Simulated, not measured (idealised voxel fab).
Process module, titled voxel fin reveal
200 nm wide, 5 nm square cells: that's cross-section cut.
Heads up, the way a cross-section reads in here is a grid of square cells, handed over as bands from the top down, with every band being one or more rows of cells. Band entry format. Leading values: height of top, height of bottom, nm. Remainder: materials in left-to-right order, each with its width in nm. Special words: "throughout" on a single material, which then fills the band edge to edge; "air", empty space. Ref level 0: as-received wafer is one material below here. Bottom band extends down with no lower bound ("top 0, no bottom"). Graded width ("30 to 40"): value in top row of band = first number; value in bottom row = second number; row-to-row change constant. Basically "remained unchanged" means that step didn't change any cell in the cross-section. "Sealed voids" specifies each empty space that is not open to the top and that occupies no fewer than 8 cells, using the form width x height at distance, the distance measured from the left edge and all three quantities in nm. Where a step's line continues beyond its settings, the continuation is a remark by the simulator itself on that step. overlay nm: for a step with a mask, the amount by which the mask lay right of where it was planned; a negative amount means left of it.
## Planned step list for the process
1 RECEIVE: material Si
2 CONFORMAL_DEP: material SiN, thk nm 5
3 MASKED_ETCH: tone cover, mask id FINS, width nm 15, pitch nm 40, etch materials SiN, depth nm 5, overlay nm 0
4 MASKED_ETCH: tone cover, mask id FINS, width nm 15, pitch nm 40, etch materials Si, depth nm 40, overlay nm 0
5 OXIDIZE: depth nm 5
6 FILL_DEP: material SiO2, thk nm 5
7 CMP: height nm 5
8 SELECTIVE_ETCH: etch materials SiO2, depth nm 10
9 STRIP: etch materials SiN
Be aware that, although all wafers share a common starting state, the depth nm at step 8 differs among them, and the plan displays the first wafer's value.
## As-received cross-section, first of several wafers, post step 1
> top 0, no bottom = Si throughout
> Sealed voids: none
## Below is a per-wafer table. In it, each row describes the wafer at the end of the module by giving, for each material, the number of cells gained (+) or lost (-) since the wafer was received, and after that the closed voids of the wafer
depth nm 10 | -333 Si | +296 SiO2 | Sealed voids: none
depth nm 15 | -333 Si | +259 SiO2 | Sealed voids: none
depth nm 20 | -333 Si | +222 SiO2 | Sealed voids: none
depth nm 25 | -333 Si | +185 SiO2 | Sealed voids: none
depth nm 30 | -333 Si | +148 SiO2 | Sealed voids: none
depth nm 35 | -333 Si | +111 SiO2 | Sealed voids: none
